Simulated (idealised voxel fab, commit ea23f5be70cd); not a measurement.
Proc. module: voxel capacitor over wiring
270 nm wide, 5 nm square cells: that's cross-section cut.
In what follows, cross-sections appear as grids of square cells, described through bands that run from the top down, where every band is one or more rows of cells. The band entry comprises the height of the band's top followed by the height of its bottom, expressed in nm, and subsequently the band's materials from left to right, each stated together with its width in nm. Where a single material is marked with the word "full width", that material fills the band from edge to edge. The word "blank" represents empty space. Measure heights from 0. That's the level where, below it, the as-received wafer is all one material. The lowest band is bottomless and extends downward; write it as in "z 0 and below". Width: "30..40" (first number = top row, second number = bottom row, same change from row to row of cells). "nothing got changed" for a step: no cell of the cross-section changed in that step. In the "Completely enclosed voids" entry, you get each enclosed empty space of 8 cells or more, one with no open way to the top, written width x height at distance, distance from the left edge, in nm. That trailing text on a step's line, after the settings, is the simulator's own remark on the step. Steps that use a mask can have "overlay nm" on their line. It says how far the mask sat to the right of where it was meant to be. Negative means to the left.
Process steps - plan
1) op RECEIVE | material Si
2) op CONFORMAL_DEP | material SiO2 | thk nm 10
3) op CONFORMAL_DEP | material SiN | thk nm 5
4) op DIRECTIONAL_DEP | material SiO2 | thk nm 20
5) op DIRECTIONAL_DEP | material aC | thk nm 10
6) op PATTERN | tone open | mask id METAL_1 | material resist | width nm 25 | pitch nm 80 | thk nm 25 | overlay nm 0
7) op DIRECTIONAL_ETCH | etch materials aC | depth nm 10
8) op STRIP | etch materials resist
9) op DIRECTIONAL_ETCH | etch materials SiO2 | depth nm 20
10) op DIRECTIONAL_ETCH | etch materials SiN | depth nm 5
11) op STRIP | etch materials aC
12) op CONFORMAL_DEP | material TiN | thk nm 5
13) op FILL_DEP | material Ru | thk nm 5
14) op CMP | height nm 35
15) op CONFORMAL_DEP | material SiCN | thk nm 5
16) op DIRECTIONAL_DEP | material lowk | thk nm 10
17) op PATTERN | tone open | mask id PLUG_1 | material resist | width nm 15 | thk nm 20 | overlay nm 0
18) op DIRECTIONAL_ETCH | etch materials lowk | depth nm 10
19) op DIRECTIONAL_ETCH | etch materials SiCN | depth nm 5
20) op STRIP | etch materials resist
21) op CONFORMAL_DEP | material TiN | thk nm 5
22) op FILL_DEP | material W | thk nm 10
23) op CMP | height nm 50
24) op DIRECTIONAL_DEP | material TiN | thk nm 5
25) op DIRECTIONAL_DEP | material Al2O3 | thk nm 5
26) op DIRECTIONAL_DEP | material TiN | thk nm 5
27) op DIRECTIONAL_DEP | material aC | thk nm 15
28) op PATTERN | tone cover | mask id UPPER_PLATE | material resist | width nm 60 | thk nm 35 | overlay nm 0
29) op DIRECTIONAL_ETCH | etch materials aC | depth nm 15
30) op STRIP | etch materials resist
31) op DIRECTIONAL_ETCH | etch materials TiN | depth nm 5
32) op DIRECTIONAL_ETCH | etch materials Al2O3 | depth nm 5
33) op STRIP | etch materials aC
34) op MASKED_ETCH | tone cover | mask id LOWER_PLATE | width nm 70 | etch materials TiN | depth nm 5 | overlay nm 0
35) op FILL_DEP | material SiO2 | thk nm 20
36) op CMP | height nm 80
37) op DIRECTIONAL_DEP | material aC | thk nm 15
38) op PATTERN | tone open | mask id PLUG_2 | material resist | width nm 15 | thk nm 35 | overlay nm 0
39) op DIRECTIONAL_ETCH | etch materials aC | depth nm 15
40) op STRIP | etch materials resist
41) op DIRECTIONAL_ETCH | etch materials SiO2 | depth nm 15
42) op STRIP | etch materials aC
43) op CONFORMAL_DEP | material TiN | thk nm 5
44) op FILL_DEP | material Ru | thk nm 5
45) op CMP | height nm 80
46) op CONFORMAL_DEP | material SiN | thk nm 5
Cross-section of the wafer upon arrival, representing the state reached after step 1
	z 0 and below = Si full width
	Completely enclosed voids: none
The first of the two wafers as seen in cross-section once the module was finished; processing followed the plan
	z 85 to 80 = SiN full width
	z 80 to 70 = 100 of SiO2, then 5 of TiN, then 5 of Ru, then 5 of TiN, then 155 of SiO2
	z 70 to 60 = 100..90 of SiO2, then 15..60 of TiN, then 155..120 of SiO2
	z 60 to 55 = 90 of SiO2, then 60 of Al2O3, then 120 of SiO2
	z 55 to 50 = 85 of SiO2, then 70 of TiN, then 115 of SiO2
	z 50 to 40 = 90 of lowk, then 5 of TiN, then 5 of W, then 5 of TiN, then 165 of lowk
	z 40 to 35 = 90 of SiCN, then 15 of TiN, then 165 of SiCN
	z 35 to 15 = 80 of SiO2, then 5 of TiN, then 15 of Ru, then 5 of TiN, then 55 of SiO2, then 5 of TiN, then 15 of Ru, then 5 of TiN, then 85 of SiO2
	z 15 to 10 = 80 of SiN, then 25 of TiN, then 55 of SiN, then 25 of TiN, then 85 of SiN
	z 10 to 0 = SiO2 full width
	z 0 and below = Si full width
	Completely enclosed voids: none
End-of-module cross-section of the second wafer: identical starting point and process plan to the first, with one processing mistake
	z 85 to 80 = SiN full width
	z 80 to 70 = 100 of SiO2, then 5 of TiN, then 5 of Ru, then 5 of TiN, then 155 of SiO2
	z 70 to 60 = 100..90 of SiO2, then 15..60 of TiN, then 155..120 of SiO2
	z 60 to 55 = 90 of SiO2, then 60 of Al2O3, then 120 of SiO2
	z 55 to 50 = 85 of SiO2, then 70 of TiN, then 115 of SiO2
	z 50 to 40 = 90 of lowk, then 5 of TiN, then 5 of SiO2, then 5 of TiN, then 165 of lowk
	z 40 to 35 = 90 of SiCN, then 15 of TiN, then 165 of SiCN
	z 35 to 15 = 80 of SiO2, then 5 of TiN, then 15 of Ru, then 5 of TiN, then 55 of SiO2, then 5 of TiN, then 15 of Ru, then 5 of TiN, then 85 of SiO2
	z 15 to 10 = 80 of SiN, then 25 of TiN, then 55 of SiN, then 25 of TiN, then 85 of SiN
	z 10 to 0 = SiO2 full width
	z 0 and below = Si full width
	Completely enclosed voids: none
The plan and the run diverged here: step 22: run off-plan, actual operation and settings op FILL_DEP | material SiO2 | thk nm 10
Counted in cells at the end, the second wafer holds more or fewer of these materials than the first: SiO2 +2 | W -2
